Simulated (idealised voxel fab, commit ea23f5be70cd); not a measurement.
Process module under the name voxel wiring stack
The cross-section on display is named cut; it measures 160 nm wide, and its cells are 5 nm squares.
Think of the cross-section as a grid of square cells. We describe it in bands, top to bottom, and each band covers one or more rows of those cells. What a band's entry tells you: where the top is and where the bottom is, as heights in nm, and after that what lies inside, material by material from left to right, each with its width in nm. Empty space is written as the word "empty", and a single material marked with the word "full width" occupies the band from edge to edge. It should be noted that heights are counted from 0, beneath which the wafer as supplied is of one material throughout, and that the lowest band possesses no lower boundary but continues downward, as written in "top 0, no bottom". A width such as "30->40" changes by the same amount from each row of cells to the next, from the band's top row to its bottom row. Step note "nothing altered" = no cross-section cell changed. Empty spaces counting at least 8 cells and having no open way to the top are listed in "Closed void list". The notation width x height at distance is used for each, the distance being from the left edge and all three values in nm. Formally, on a step line, whatever follows the settings is a remark that the simulator itself makes on the step. overlay nm: step with mask; distance mask lay right of planned place; negative value = left of planned place.

[These are the steps we planned for the process]
step 1: op RECEIVE | material Si
step 2: op CONFORMAL_DEP | material SiO2 | thk nm 10
step 3: op DIRECTIONAL_DEP | material TiN | thk nm 5
step 4: op DIRECTIONAL_DEP | material W | thk nm 15
step 5: op PATTERN | tone cover | mask id METAL_1 | material resist | width nm 20 | pitch nm 35 | thk nm 15 | overlay nm 0
step 6: op DIRECTIONAL_ETCH | etch materials W | depth nm 15
step 7: op DIRECTIONAL_ETCH | etch materials TiN | depth nm 5
step 8: op STRIP | etch materials resist
step 9: op CONFORMAL_DEP | material SiCN | thk nm 5
step 10: op FILL_DEP | material lowk | thk nm 5
step 11: op CMP | height nm 30
step 12: op CONFORMAL_DEP | material SiCN | thk nm 5
step 13: op DIRECTIONAL_DEP | material lowk | thk nm 35
step 14: op DIRECTIONAL_DEP | material aC | thk nm 10
step 15: op PATTERN | tone open | mask id METAL_2 | material resist | width nm 20 | pitch nm 35 | thk nm 30 | overlay nm 0
step 16: op DIRECTIONAL_ETCH | etch materials aC | depth nm 10
step 17: op STRIP | etch materials resist
step 18: op DIRECTIONAL_ETCH | etch materials lowk | depth nm 20
step 19: op STRIP | etch materials aC
step 20: op DIRECTIONAL_DEP | material aC | thk nm 10
step 21: op PATTERN | tone open | mask id METAL_2_HOLES | material resist | width nm 15 | thk nm 30 | overlay nm 0
step 22: op DIRECTIONAL_ETCH | etch materials aC | depth nm 10
step 23: op STRIP | etch materials resist
step 24: op DIRECTIONAL_ETCH | etch materials lowk | depth nm 15
step 25: op DIRECTIONAL_ETCH | etch materials SiCN | depth nm 5
step 26: op STRIP | etch materials aC
step 27: op CONFORMAL_DEP | material TiN | thk nm 5
step 28: op FILL_DEP | material Cu | thk nm 10
step 29: op CMP | height nm 70
step 30: op CONFORMAL_DEP | material SiCN | thk nm 5
step 31: op DIRECTIONAL_DEP | material SiO2 | thk nm 25
step 32: op DIRECTIONAL_DEP | material aC | thk nm 10
step 33: op PATTERN | tone open | mask id METAL_3_HOLES | material resist | width nm 15 | pitch nm 35 | thk nm 30 | overlay nm 0
step 34: op DIRECTIONAL_ETCH | etch materials aC | depth nm 10
step 35: op STRIP | etch materials resist
step 36: op DIRECTIONAL_ETCH | etch materials SiO2 | depth nm 25
step 37: op STRIP | etch materials aC
step 38: op PATTERN | tone open | mask id METAL_3 | material resist | width nm 20 | pitch nm 35 | thk nm 15 | overlay nm 0
step 39: op DIRECTIONAL_ETCH | etch materials SiO2 | depth nm 15
step 40: op DIRECTIONAL_ETCH | etch materials SiCN | depth nm 5
step 41: op STRIP | etch materials resist
step 42: op CONFORMAL_DEP | material TiN | thk nm 5
step 43: op FILL_DEP | material Ru | thk nm 5
step 44: op CMP | height nm 100
step 45: op CONFORMAL_DEP | material SiCN | thk nm 5

[Wafer, first of two, run as planned]

[As-received wafer cross-section (after step 1)]
	top 0, no bottom | Si full width
	Closed void list: none

[After step 2: wafer cross-section]
	top 10, bottom 0 | SiO2 full width
	All layers under 0 are left as they were.

[After step 3: wafer cross-section]
	top 15, bottom 10 | TiN full width
	All layers under 10 are left as they were.

[After step 4: wafer cross-section]
	top 30, bottom 15 | W full width
	All layers under 15 are left as they were.

[After step 5: wafer cross-section]
	top 45, bottom 30 | 50 empty; 20 resist; 15 empty; 20 resist; 55 empty
	All layers under 30 are left as they were.

[After step 6: wafer cross-section]
	top 45, bottom 30 | 50 empty; 20 resist; 15 empty; 20 resist; 55 empty
	top 30, bottom 15 | 50 empty; 20 W; 15 empty; 20 W; 55 empty
	All layers under 15 are left as they were.

[After step 7: wafer cross-section]
	top 45, bottom 30 | 50 empty; 20 resist; 15 empty; 20 resist; 55 empty
	top 30, bottom 15 | 50 empty; 20 W; 15 empty; 20 W; 55 empty
	top 15, bottom 10 | 50 empty; 20 TiN; 15 empty; 20 TiN; 55 empty
	All layers under 10 are left as they were.

[After step 8: wafer cross-section]
	top 30, bottom 15 | 50 empty; 20 W; 15 empty; 20 W; 55 empty
	All layers under 15 are left as they were.

[After step 9: wafer cross-section]
	top 35, bottom 30 | 45 empty; 30 SiCN; 5 empty; 30 SiCN; 50 empty
	top 30, bottom 15 | 45 empty; 5 SiCN; 20 W; 5 SiCN; 5 empty; 5 SiCN; 20 W; 5 SiCN; 50 empty
	top 15, bottom 10 | 50 SiCN; 20 TiN; 15 SiCN; 20 TiN; 55 SiCN
	All layers under 10 are left as they were.

[After step 10: wafer cross-section]
	top 40, bottom 35 | lowk full width
	top 35, bottom 30 | 45 lowk; 30 SiCN; 5 lowk; 30 SiCN; 50 lowk
	top 30, bottom 15 | 45 lowk; 5 SiCN; 20 W; 5 SiCN; 5 lowk; 5 SiCN; 20 W; 5 SiCN; 50 lowk
	All layers under 15 are left as they were.

[After step 11: wafer cross-section]
	top 30, bottom 15 | 45 lowk; 5 SiCN; 20 W; 5 SiCN; 5 lowk; 5 SiCN; 20 W; 5 SiCN; 50 lowk
	All layers under 15 are left as they were.

[After step 12: wafer cross-section]
	top 35, bottom 30 | SiCN full width
	All layers under 30 are left as they were.

[After step 13: wafer cross-section]
	top 70, bottom 35 | lowk full width
	All layers under 35 are left as they were.

[After step 14: wafer cross-section]
	top 80, bottom 70 | aC full width
	All layers under 70 are left as they were.

[After step 15: wafer cross-section]
	top 110, bottom 80 | 50 resist; 20 empty; 15 resist; 20 empty; 55 resist
	All layers under 80 are left as they were.

[After step 16: wafer cross-section]
	top 100, bottom 80 | 50 resist; 20 empty; 15 resist; 20 empty; 55 resist
	top 80, bottom 70 | 50 aC; 20 empty; 15 aC; 20 empty; 55 aC
	All layers under 70 are left as they were.

[After step 17: wafer cross-section]
	top 80, bottom 70 | 50 aC; 20 empty; 15 aC; 20 empty; 55 aC
	All layers under 70 are left as they were.

[After step 18: wafer cross-section]
	top 80, bottom 70 | 50 aC; 20 empty; 15 aC; 20 empty; 55 aC
	top 70, bottom 50 | 50 lowk; 20 empty; 15 lowk; 20 empty; 55 lowk
	All layers under 50 are left as they were.

[After step 19: wafer cross-section]
	top 70, bottom 50 | 50 lowk; 20 empty; 15 lowk; 20 empty; 55 lowk
	All layers under 50 are left as they were.

[After step 20: wafer cross-section]
	top 80, bottom 70 | 50 aC; 20 empty; 15 aC; 20 empty; 55 aC
	top 70, bottom 60 | 50 lowk; 20 empty; 15 lowk; 20 empty; 55 lowk
	top 60, bottom 50 | 50 lowk; 20 aC; 15 lowk; 20 aC; 55 lowk
	All layers under 50 are left as they were.

[After step 21: wafer cross-section]
	top 110, bottom 80 | 50 resist; 15 empty; 95 resist
	top 80, bottom 70 | 50 aC; 15 empty; 5 resist; 15 aC; 20 resist; 55 aC
	top 70, bottom 60 | 50 lowk; 15 empty; 5 resist; 15 lowk; 20 resist; 55 lowk
	All layers under 60 are left as they were.

[After step 22: wafer cross-section]
	top 100, bottom 80 | 50 resist; 15 empty; 95 resist
	top 80, bottom 70 | 50 aC; 15 empty; 5 resist; 15 aC; 20 resist; 55 aC
	top 70, bottom 60 | 50 lowk; 15 empty; 5 resist; 15 lowk; 20 resist; 55 lowk
	top 60, bottom 50 | 50 lowk; 15 empty; 5 aC; 15 lowk; 20 aC; 55 lowk
	All layers under 50 are left as they were.

[After step 23: wafer cross-section]
	top 80, bottom 70 | 50 aC; 20 empty; 15 aC; 20 empty; 55 aC
	top 70, bottom 60 | 50 lowk; 20 empty; 15 lowk; 20 empty; 55 lowk
	All layers under 60 are left as they were.

[After step 24: wafer cross-section]
	top 80, bottom 70 | 50 aC; 20 empty; 15 aC; 20 empty; 55 aC
	top 70, bottom 60 | 50 lowk; 20 empty; 15 lowk; 20 empty; 55 lowk
	top 60, bottom 50 | 50 lowk; 15 empty; 5 aC; 15 lowk; 20 aC; 55 lowk
	top 50, bottom 35 | 50 lowk; 15 empty; 95 lowk
	All layers under 35 are left as they were.

[After step 25: wafer cross-section]
	top 80, bottom 70 | 50 aC; 20 empty; 15 aC; 20 empty; 55 aC
	top 70, bottom 60 | 50 lowk; 20 empty; 15 lowk; 20 empty; 55 lowk
	top 60, bottom 50 | 50 lowk; 15 empty; 5 aC; 15 lowk; 20 aC; 55 lowk
	top 50, bottom 35 | 50 lowk; 15 empty; 95 lowk
	top 35, bottom 30 | 50 SiCN; 15 empty; 95 SiCN
	All layers under 30 are left as they were.

[After step 26: wafer cross-section]
	top 70, bottom 50 | 50 lowk; 20 empty; 15 lowk; 20 empty; 55 lowk
	All layers under 50 are left as they were.

[After step 27: wafer cross-section]
	top 75, bottom 70 | 55 TiN; 10 empty; 25 TiN; 10 empty; 60 TiN
	top 70, bottom 55 | 50 lowk; 5 TiN; 10 empty; 5 TiN; 15 lowk; 5 TiN; 10 empty; 5 TiN; 55 lowk
	top 55, bottom 50 | 50 lowk; 5 TiN; 5 empty; 10 TiN; 15 lowk; 20 TiN; 55 lowk
	top 50, bottom 35 | 50 lowk; 5 TiN; 5 empty; 5 TiN; 95 lowk
	top 35, bottom 30 | 50 SiCN; 15 TiN; 95 SiCN
	All layers under 30 are left as they were.

[After step 28: wafer cross-section]
	top 85, bottom 75 | Cu full width
	top 75, bottom 70 | 55 TiN; 10 Cu; 25 TiN; 10 Cu; 60 TiN
	top 70, bottom 55 | 50 lowk; 5 TiN; 10 Cu; 5 TiN; 15 lowk; 5 TiN; 10 Cu; 5 TiN; 55 lowk
	top 55, bottom 50 | 50 lowk; 5 TiN; 5 Cu; 10 TiN; 15 lowk; 20 TiN; 55 lowk
	top 50, bottom 35 | 50 lowk; 5 TiN; 5 Cu; 5 TiN; 95 lowk
	All layers under 35 are left as they were.

[After step 29: wafer cross-section]
	top 70, bottom 55 | 50 lowk; 5 TiN; 10 Cu; 5 TiN; 15 lowk; 5 TiN; 10 Cu; 5 TiN; 55 lowk
	All layers under 55 are left as they were.

[After step 30: wafer cross-section]
	top 75, bottom 70 | SiCN full width
	All layers under 70 are left as they were.

[After step 31: wafer cross-section]
	top 100, bottom 75 | SiO2 full width
	All layers under 75 are left as they were.

[After step 32: wafer cross-section]
	top 110, bottom 100 | aC full width
	All layers under 100 are left as they were.

[After step 33: wafer cross-section]
	top 140, bottom 110 | 50 resist; 15 empty; 20 resist; 15 empty; 60 resist
	All layers under 110 are left as they were.

[After step 34: wafer cross-section]
	top 130, bottom 110 | 50 resist; 15 empty; 20 resist; 15 empty; 60 resist
	top 110, bottom 100 | 50 aC; 15 empty; 20 aC; 15 empty; 60 aC
	All layers under 100 are left as they were.

[After step 35: wafer cross-section]
	top 110, bottom 100 | 50 aC; 15 empty; 20 aC; 15 empty; 60 aC
	All layers under 100 are left as they were.

[After step 36: wafer cross-section]
	top 110, bottom 100 | 50 aC; 15 empty; 20 aC; 15 empty; 60 aC
	top 100, bottom 75 | 50 SiO2; 15 empty; 20 SiO2; 15 empty; 60 SiO2
	All layers under 75 are left as they were.

[After step 37: wafer cross-section]
	top 100, bottom 75 | 50 SiO2; 15 empty; 20 SiO2; 15 empty; 60 SiO2
	All layers under 75 are left as they were.

[After step 38: wafer cross-section]
	top 115, bottom 100 | 50 resist; 20 empty; 15 resist; 20 empty; 55 resist
	All layers under 100 are left as they were.

[After step 39: wafer cross-section]
	top 115, bottom 100 | 50 resist; 20 empty; 15 resist; 20 empty; 55 resist
	top 100, bottom 85 | 50 SiO2; 20 empty; 15 SiO2; 20 empty; 55 SiO2
	All layers under 85 are left as they were.

[After step 40: wafer cross-section]
	top 115, bottom 100 | 50 resist; 20 empty; 15 resist; 20 empty; 55 resist
	top 100, bottom 85 | 50 SiO2; 20 empty; 15 SiO2; 20 empty; 55 SiO2
	top 85, bottom 75 | 50 SiO2; 15 empty; 20 SiO2; 15 empty; 60 SiO2
	top 75, bottom 70 | 50 SiCN; 15 empty; 20 SiCN; 15 empty; 60 SiCN
	All layers under 70 are left as they were.

[After step 41: wafer cross-section]
	top 100, bottom 85 | 50 SiO2; 20 empty; 15 SiO2; 20 empty; 55 SiO2
	All layers under 85 are left as they were.

[After step 42: wafer cross-section]
	top 105, bottom 100 | 55 TiN; 10 empty; 25 TiN; 10 empty; 60 TiN
	top 100, bottom 90 | 50 SiO2; 5 TiN; 10 empty; 5 TiN; 15 SiO2; 5 TiN; 10 empty; 5 TiN; 55 SiO2
	top 90, bottom 85 | 50 SiO2; 5 TiN; 5 empty; 10 TiN; 15 SiO2; 5 TiN; 5 empty; 10 TiN; 55 SiO2
	top 85, bottom 75 | 50 SiO2; 5 TiN; 5 empty; 5 TiN; 20 SiO2; 5 TiN; 5 empty; 5 TiN; 60 SiO2
	top 75, bottom 70 | 50 SiCN; 15 TiN; 20 SiCN; 15 TiN; 60 SiCN
	All layers under 70 are left as they were.

[After step 43: wafer cross-section]
	top 110, bottom 105 | Ru full width
	top 105, bottom 100 | 55 TiN; 10 Ru; 25 TiN; 10 Ru; 60 TiN
	top 100, bottom 90 | 50 SiO2; 5 TiN; 10 Ru; 5 TiN; 15 SiO2; 5 TiN; 10 Ru; 5 TiN; 55 SiO2
	top 90, bottom 85 | 50 SiO2; 5 TiN; 5 Ru; 10 TiN; 15 SiO2; 5 TiN; 5 Ru; 10 TiN; 55 SiO2
	top 85, bottom 75 | 50 SiO2; 5 TiN; 5 Ru; 5 TiN; 20 SiO2; 5 TiN; 5 Ru; 5 TiN; 60 SiO2
	All layers under 75 are left as they were.

[After step 44: wafer cross-section]
	top 100, bottom 90 | 50 SiO2; 5 TiN; 10 Ru; 5 TiN; 15 SiO2; 5 TiN; 10 Ru; 5 TiN; 55 SiO2
	All layers under 90 are left as they were.

[After step 45: wafer cross-section]
	top 105, bottom 100 | SiCN full width
	All layers under 100 are left as they were.

[The second wafer was prepared from the same starting point and under the same plan as the first; its processing contained one mistake, and it remains indistinguishable from the first wafer up to and including step 20]

[Cross-section of the second wafer corresponding to the planned conclusion of step 21]
	top 110, bottom 80 | 45 resist; 25 empty; 90 resist
	top 80, bottom 70 | 50 aC; 20 empty; 15 aC; 20 resist; 55 aC
	top 70, bottom 60 | 50 lowk; 20 empty; 15 lowk; 20 resist; 55 lowk
	All layers under 60 are left as they were.

[Cross-section of the second wafer corresponding to the planned conclusion of step 22]
	top 100, bottom 80 | 45 resist; 25 empty; 90 resist
	top 80, bottom 70 | 45 aC; 25 empty; 15 aC; 20 resist; 55 aC
	top 70, bottom 60 | 50 lowk; 20 empty; 15 lowk; 20 resist; 55 lowk
	top 60, bottom 50 | 50 lowk; 20 empty; 15 lowk; 20 aC; 55 lowk
	All layers under 50 are left as they were.

[Cross-section of the second wafer corresponding to the planned conclusion of step 23]
	top 80, bottom 70 | 45 aC; 25 empty; 15 aC; 20 empty; 55 aC
	top 70, bottom 60 | 50 lowk; 20 empty; 15 lowk; 20 empty; 55 lowk
	All layers under 60 are left as they were.

[Cross-section of the second wafer corresponding to the planned conclusion of step 24]
	top 80, bottom 70 | 45 aC; 25 empty; 15 aC; 20 empty; 55 aC
	top 70, bottom 60 | 45 lowk; 25 empty; 15 lowk; 20 empty; 55 lowk
	top 60, bottom 50 | 45->50 lowk; 25->20 empty; 15 lowk; 20 aC; 55 lowk
	top 50, bottom 35 | 50 lowk; 20 empty; 90 lowk
	All layers under 35 are left as they were.

[Cross-section of the second wafer corresponding to the planned conclusion of step 25]
	top 80, bottom 70 | 45 aC; 25 empty; 15 aC; 20 empty; 55 aC
	top 70, bottom 60 | 45 lowk; 25 empty; 15 lowk; 20 empty; 55 lowk
	top 60, bottom 50 | 45->50 lowk; 25->20 empty; 15 lowk; 20 aC; 55 lowk
	top 50, bottom 35 | 50 lowk; 20 empty; 90 lowk
	top 35, bottom 30 | 50 SiCN; 20 empty; 90 SiCN
	All layers under 30 are left as they were.

[Cross-section of the second wafer corresponding to the planned conclusion of step 26]
	top 70, bottom 55 | 45 lowk; 25 empty; 15 lowk; 20 empty; 55 lowk
	top 55, bottom 50 | 50 lowk; 20 empty; 15 lowk; 20 empty; 55 lowk
	All layers under 50 are left as they were.

[Cross-section of the second wafer corresponding to the planned conclusion of step 27]
	top 75, bottom 70 | 50 TiN; 15 empty; 25 TiN; 10 empty; 60 TiN
	top 70, bottom 60 | 45 lowk; 5 TiN; 15 empty; 5 TiN; 15 lowk; 5 TiN; 10 empty; 5 TiN; 55 lowk
	top 60, bottom 55 | 45 lowk; 10 TiN; 10 empty; 5 TiN; 15 lowk; 5 TiN; 10 empty; 5 TiN; 55 lowk
	top 55, bottom 50 | 50 lowk; 5 TiN; 10 empty; 5 TiN; 15 lowk; 20 TiN; 55 lowk
	top 50, bottom 35 | 50 lowk; 5 TiN; 10 empty; 5 TiN; 90 lowk
	top 35, bottom 30 | 50 SiCN; 20 TiN; 90 SiCN
	All layers under 30 are left as they were.

[Cross-section of the second wafer corresponding to the planned conclusion of step 28]
	top 85, bottom 75 | Cu full width
	top 75, bottom 70 | 50 TiN; 15 Cu; 25 TiN; 10 Cu; 60 TiN
	top 70, bottom 60 | 45 lowk; 5 TiN; 15 Cu; 5 TiN; 15 lowk; 5 TiN; 10 Cu; 5 TiN; 55 lowk
	top 60, bottom 55 | 45 lowk; 10 TiN; 10 Cu; 5 TiN; 15 lowk; 5 TiN; 10 Cu; 5 TiN; 55 lowk
	top 55, bottom 50 | 50 lowk; 5 TiN; 10 Cu; 5 TiN; 15 lowk; 20 TiN; 55 lowk
	top 50, bottom 35 | 50 lowk; 5 TiN; 10 Cu; 5 TiN; 90 lowk
	All layers under 35 are left as they were.

[Cross-section of the second wafer corresponding to the planned conclusion of step 29]
	top 70, bottom 60 | 45 lowk; 5 TiN; 15 Cu; 5 TiN; 15 lowk; 5 TiN; 10 Cu; 5 TiN; 55 lowk
	All layers under 60 are left as they were.

[Cross-section of the second wafer corresponding to the planned conclusion of step 30]
	top 75, bottom 70 | SiCN full width
	All layers under 70 are left as they were.

[Cross-section of the second wafer corresponding to the planned conclusion of step 31]
	top 100, bottom 75 | SiO2 full width
	All layers under 75 are left as they were.

[Cross-section of the second wafer corresponding to the planned conclusion of step 32]
	top 110, bottom 100 | aC full width
	All layers under 100 are left as they were.

[Cross-section of the second wafer corresponding to the planned conclusion of step 33]
	top 140, bottom 110 | 50 resist; 15 empty; 20 resist; 15 empty; 60 resist
	All layers under 110 are left as they were.

[Cross-section of the second wafer corresponding to the planned conclusion of step 34]
	top 130, bottom 110 | 50 resist; 15 empty; 20 resist; 15 empty; 60 resist
	top 110, bottom 100 | 50 aC; 15 empty; 20 aC; 15 empty; 60 aC
	All layers under 100 are left as they were.

[Cross-section of the second wafer corresponding to the planned conclusion of step 35]
	top 110, bottom 100 | 50 aC; 15 empty; 20 aC; 15 empty; 60 aC
	All layers under 100 are left as they were.

[Cross-section of the second wafer corresponding to the planned conclusion of step 36]
	top 110, bottom 100 | 50 aC; 15 empty; 20 aC; 15 empty; 60 aC
	top 100, bottom 75 | 50 SiO2; 15 empty; 20 SiO2; 15 empty; 60 SiO2
	All layers under 75 are left as they were.

[Cross-section of the second wafer corresponding to the planned conclusion of step 37]
	top 100, bottom 75 | 50 SiO2; 15 empty; 20 SiO2; 15 empty; 60 SiO2
	All layers under 75 are left as they were.

[Cross-section of the second wafer corresponding to the planned conclusion of step 38]
	top 115, bottom 100 | 50 resist; 20 empty; 15 resist; 20 empty; 55 resist
	All layers under 100 are left as they were.

[Cross-section of the second wafer corresponding to the planned conclusion of step 39]
	top 115, bottom 100 | 50 resist; 20 empty; 15 resist; 20 empty; 55 resist
	top 100, bottom 85 | 50 SiO2; 20 empty; 15 SiO2; 20 empty; 55 SiO2
	All layers under 85 are left as they were.

[Cross-section of the second wafer corresponding to the planned conclusion of step 40]
	top 115, bottom 100 | 50 resist; 20 empty; 15 resist; 20 empty; 55 resist
	top 100, bottom 85 | 50 SiO2; 20 empty; 15 SiO2; 20 empty; 55 SiO2
	top 85, bottom 75 | 50 SiO2; 15 empty; 20 SiO2; 15 empty; 60 SiO2
	top 75, bottom 70 | 50 SiCN; 15 empty; 20 SiCN; 15 empty; 60 SiCN
	All layers under 70 are left as they were.

[Cross-section of the second wafer corresponding to the planned conclusion of step 41]
	top 100, bottom 85 | 50 SiO2; 20 empty; 15 SiO2; 20 empty; 55 SiO2
	All layers under 85 are left as they were.

[Cross-section of the second wafer corresponding to the planned conclusion of step 42]
	top 105, bottom 100 | 55 TiN; 10 empty; 25 TiN; 10 empty; 60 TiN
	top 100, bottom 90 | 50 SiO2; 5 TiN; 10 empty; 5 TiN; 15 SiO2; 5 TiN; 10 empty; 5 TiN; 55 SiO2
	top 90, bottom 85 | 50 SiO2; 5 TiN; 5 empty; 10 TiN; 15 SiO2; 5 TiN; 5 empty; 10 TiN; 55 SiO2
	top 85, bottom 75 | 50 SiO2; 5 TiN; 5 empty; 5 TiN; 20 SiO2; 5 TiN; 5 empty; 5 TiN; 60 SiO2
	top 75, bottom 70 | 50 SiCN; 15 TiN; 20 SiCN; 15 TiN; 60 SiCN
	All layers under 70 are left as they were.

[Cross-section of the second wafer corresponding to the planned conclusion of step 43]
	top 110, bottom 105 | Ru full width
	top 105, bottom 100 | 55 TiN; 10 Ru; 25 TiN; 10 Ru; 60 TiN
	top 100, bottom 90 | 50 SiO2; 5 TiN; 10 Ru; 5 TiN; 15 SiO2; 5 TiN; 10 Ru; 5 TiN; 55 SiO2
	top 90, bottom 85 | 50 SiO2; 5 TiN; 5 Ru; 10 TiN; 15 SiO2; 5 TiN; 5 Ru; 10 TiN; 55 SiO2
	top 85, bottom 75 | 50 SiO2; 5 TiN; 5 Ru; 5 TiN; 20 SiO2; 5 TiN; 5 Ru; 5 TiN; 60 SiO2
	All layers under 75 are left as they were.

[Cross-section of the second wafer corresponding to the planned conclusion of step 44]
	top 100, bottom 90 | 50 SiO2; 5 TiN; 10 Ru; 5 TiN; 15 SiO2; 5 TiN; 10 Ru; 5 TiN; 55 SiO2
	All layers under 90 are left as they were.

[Cross-section of the second wafer corresponding to the planned conclusion of step 45]
	top 105, bottom 100 | SiCN full width
	All layers under 100 are left as they were.
It is concluded that the wafer was processed incorrectly with respect to the plan, in that off-plan run, step 21, actual operation and settings op PATTERN | tone open | mask id METAL_2_HOLES | material resist | width nm 25 | thk nm 30 | overlay nm 0
Counted in cells at the end, the second wafer holds more or fewer of these materials than the first: 6 more of Cu | 1 fewer of SiCN | 1 more of TiN | 6 fewer of lowk
